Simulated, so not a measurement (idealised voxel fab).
Process module name: voxel self aligned vias
The cross-section on display is named cut; it measures 225 nm wide, and its cells are 5 nm squares.
When this document writes out a cross-section, it uses a grid of square cells and lists it as bands, beginning at the top and moving down, with a band standing for one or more rows of cells.
For a band, the entry starts with two heights in nm, that of the top and then that of the bottom, and carries on with the band's materials in order from left to right, each alongside its width in nm; the word "edge to edge" beside a single material means it fills the band edge to edge, and "blank" means empty space.
A quick word on heights: they are counted from 0, and under that level the wafer as it came to us is one material throughout. The lowest band is different from the rest in having no bottom; it simply continues downward, written as in "0 and below".
So if you see something like "30..40" for the width, read it as the top row of the band sitting at the first number and the bottom row at the second, with every row in between moving by the same amount as the last.
The designation "stayed the same", where it is given for a processing step, indicates that no cell of the cross-section was altered in the course of that step.
Empty spaces counting at least 8 cells and having no open way to the top are listed in "Unvented internal voids". The notation width x height at distance is used for each, the distance being from the left edge and all three values in nm.
It should be noted that, on the line of a given step, the content following the step's settings is a remark produced by the simulator itself with respect to that step.
The line of a step may include "overlay nm". On a step with a mask, this value is how far to the right of its planned place the mask lay. A negative value means the mask lay to the left.
So the way this works: pairs, before and after one process step. The after picture only goes down to the lowest band that actually changed, nothing below. Step and its settings are under each pair. And watch out, pairs might come from different runs of this module, same starting wafer though, so a pair only follows on from the one above if its "Pre-process" entry tells you so.
Pre-process
* 70 down to 55: aC=25 / blank=40 / aC=25 / blank=40 / aC=25 / blank=40 / aC=30
* 55 down to 40: lowk=25 / blank=40 / lowk=25 / blank=40 / lowk=25 / blank=40 / lowk=30
* 40 down to 20: lowk=35 / blank=20 / lowk=45 / blank=20 / lowk=45 / blank=20 / lowk=40
* 20 down to 15: SiCN edge to edge
* 15 down to 0: SiO2 edge to edge
* 0 and below: Si edge to edge
* Unvented internal voids: none
Post-Step Geometry
* 75 down to 70: TiN=30 / blank=30 / TiN=35 / blank=30 / TiN=35 / blank=30 / TiN=35
* 70 down to 55: aC=25 / TiN=5 / blank=30 / TiN=5 / aC=25 / TiN=5 / blank=30 / TiN=5 / aC=25 / TiN=5 / blank=30 / TiN=5 / aC=30
* 55 down to 45: lowk=25 / TiN=5 / blank=30 / TiN=5 / lowk=25 / TiN=5 / blank=30 / TiN=5 / lowk=25 / TiN=5 / blank=30 / TiN=5 / lowk=30
* 45 down to 40: lowk=25 / TiN=15 / blank=10 / TiN=15 / lowk=25 / TiN=15 / blank=10 / TiN=15 / lowk=25 / TiN=15 / blank=10 / TiN=15 / lowk=30
* 40 down to 25: lowk=35 / TiN=5 / blank=10 / TiN=5 / lowk=45 / TiN=5 / blank=10 / TiN=5 / lowk=45 / TiN=5 / blank=10 / TiN=5 / lowk=40
* 25 down to 20: lowk=35 / TiN=20 / lowk=45 / TiN=20 / lowk=45 / TiN=20 / lowk=40
* Everything below 20 is unchanged.
* Unvented internal voids: none
The before and after cross-sections above are linked by CONFORMAL_DEP, material TiN, thk nm 5
Pre-process: The cross-section prior to this step is the one presented after the step of the pair immediately above.
Post-Step Geometry
* 80 down to 75: W edge to edge
* 75 down to 70: TiN=30 / W=30 / TiN=35 / W=30 / TiN=35 / W=30 / TiN=35
* 70 down to 55: aC=25 / TiN=5 / W=30 / TiN=5 / aC=25 / TiN=5 / W=30 / TiN=5 / aC=25 / TiN=5 / W=30 / TiN=5 / aC=30
* 55 down to 45: lowk=25 / TiN=5 / W=30 / TiN=5 / lowk=25 / TiN=5 / W=30 / TiN=5 / lowk=25 / TiN=5 / W=30 / TiN=5 / lowk=30
* 45 down to 40: lowk=25 / TiN=15 / W=10 / TiN=15 / lowk=25 / TiN=15 / W=10 / TiN=15 / lowk=25 / TiN=15 / W=10 / TiN=15 / lowk=30
* 40 down to 25: lowk=35 / TiN=5 / W=10 / TiN=5 / lowk=45 / TiN=5 / W=10 / TiN=5 / lowk=45 / TiN=5 / W=10 / TiN=5 / lowk=40
* Everything below 25 is unchanged.
* Unvented internal voids: none
The before and after cross-sections above are linked by FILL_DEP, material W, thk nm 5
Pre-process: The cross-section prior to this step is the one presented after the step of the pair immediately above.
Post-Step Geometry
* 55 down to 45: lowk=25 / TiN=5 / W=30 / TiN=5 / lowk=25 / TiN=5 / W=30 / TiN=5 / lowk=25 / TiN=5 / W=30 / TiN=5 / lowk=30
* Everything below 45 is unchanged.
* Unvented internal voids: none
The before and after cross-sections above are linked by CMP, height nm 55
Pre-process: The cross-section prior to this step is the one presented after the step of the pair immediately above.
Post-Step Geometry
* 60 down to 55: SiCN edge to edge
* Everything below 55 is unchanged.
* Unvented internal voids: none
The before and after cross-sections above are linked by CONFORMAL_DEP, material SiCN, thk nm 5
Pre-process
* 70 down to 55: aC edge to edge
* 55 down to 40: lowk edge to edge
* 40 down to 35: lowk=35 / SiN=20 / lowk=45 / SiN=20 / lowk=45 / SiN=20 / lowk=40
* 35 down to 25: lowk=35 / TiN=5 / Ru=10 / TiN=5 / lowk=45 / TiN=5 / Ru=10 / TiN=5 / lowk=45 / TiN=5 / Ru=10 / TiN=5 / lowk=40
* 25 down to 20: lowk=35 / TiN=20 / lowk=45 / TiN=20 / lowk=45 / TiN=20 / lowk=40
* 20 down to 15: SiCN edge to edge
* 15 down to 0: SiO2 edge to edge
* 0 and below: Si edge to edge
* Unvented internal voids: none
Post-Step Geometry
* 105 down to 70: blank=25 / resist=40 / blank=25 / resist=40 / blank=25 / resist=40 / blank=30
* Everything below 70 is unchanged.
* Unvented internal voids: none
The before and after cross-sections above are linked by PATTERN, tone cover, mask id VIAS, material resist, width nm 40, pitch nm 65, thk nm 35, overlay nm 0
Pre-process: The cross-section prior to this step is the one presented after the step of the pair immediately above.
Post-Step Geometry
* 90 down to 70: blank=25 / resist=40 / blank=25 / resist=40 / blank=25 / resist=40 / blank=30
* 70 down to 55: blank=25 / aC=40 / blank=25 / aC=40 / blank=25 / aC=40 / blank=30
* Everything below 55 is unchanged.
* Unvented internal voids: none
The before and after cross-sections above are linked by DIRECTIONAL_ETCH, etch materials aC, depth nm 15
Pre-process: The cross-section prior to this step is the one presented after the step of the pair immediately above.
Post-Step Geometry
* 70 down to 55: blank=25 / aC=40 / blank=25 / aC=40 / blank=25 / aC=40 / blank=30
* Everything below 55 is unchanged.
* Unvented internal voids: none
The before and after cross-sections above are linked by STRIP, etch materials resist
Pre-process: The cross-section prior to this step is the one presented after the step of the pair immediately above.
Post-Step Geometry
* 70 down to 55: blank=25 / aC=40 / blank=25 / aC=40 / blank=25 / aC=40 / blank=30
* 55 down to 40: blank=25 / lowk=40 / blank=25 / lowk=40 / blank=25 / lowk=40 / blank=30
* Everything below 40 is unchanged.
* Unvented internal voids: none
The before and after cross-sections above are linked by DIRECTIONAL_ETCH, etch materials lowk, depth nm 15
Pre-process: The cross-section prior to this step is the one presented after the step of the pair immediately above.
Post-Step Geometry
* 55 down to 40: blank=25 / lowk=40 / blank=25 / lowk=40 / blank=25 / lowk=40 / blank=30
* Everything below 40 is unchanged.
* Unvented internal voids: none
The before and after cross-sections above are linked by STRIP, etch materials aC
Pre-process: The cross-section prior to this step is the one presented after the step of the pair immediately above.
Post-Step Geometry
* 60 down to 55: blank=20 / TiN=50 / blank=15 / TiN=50 / blank=15 / TiN=50 / blank=25
* 55 down to 45: blank=20 / TiN=5 / lowk=40 / TiN=5 / blank=15 / TiN=5 / lowk=40 / TiN=5 / blank=15 / TiN=5 / lowk=40 / TiN=5 / blank=25
* 45 down to 40: TiN=25 / lowk=40 / TiN=25 / lowk=40 / TiN=25 / lowk=40 / TiN=30
* Everything below 40 is unchanged.
* Unvented internal voids: none
The before and after cross-sections above are linked by CONFORMAL_DEP, material TiN, thk nm 5
Pre-process: The cross-section prior to this step is the one presented after the step of the pair immediately above.
Post-Step Geometry
* 65 down to 60: W edge to edge
* 60 down to 55: W=20 / TiN=50 / W=15 / TiN=50 / W=15 / TiN=50 / W=25
* 55 down to 45: W=20 / TiN=5 / lowk=40 / TiN=5 / W=15 / TiN=5 / lowk=40 / TiN=5 / W=15 / TiN=5 / lowk=40 / TiN=5 / W=25
* Everything below 45 is unchanged.
* Unvented internal voids: none
The before and after cross-sections above are linked by FILL_DEP, material W, thk nm 5
Pre-process: The cross-section prior to this step is the one presented after the step of the pair immediately above.
Post-Step Geometry
* 55 down to 45: W=20 / TiN=5 / lowk=40 / TiN=5 / W=15 / TiN=5 / lowk=40 / TiN=5 / W=15 / TiN=5 / lowk=40 / TiN=5 / W=25
* Everything below 45 is unchanged.
* Unvented internal voids: none
The before and after cross-sections above are linked by CMP, height nm 55
Pre-process: The cross-section prior to this step is the one presented after the step of the pair immediately above.
Post-Step Geometry
* 60 down to 55: SiCN edge to edge
* Everything below 55 is unchanged.
* Unvented internal voids: none
The before and after cross-sections above are linked by CONFORMAL_DEP, material SiCN, thk nm 5
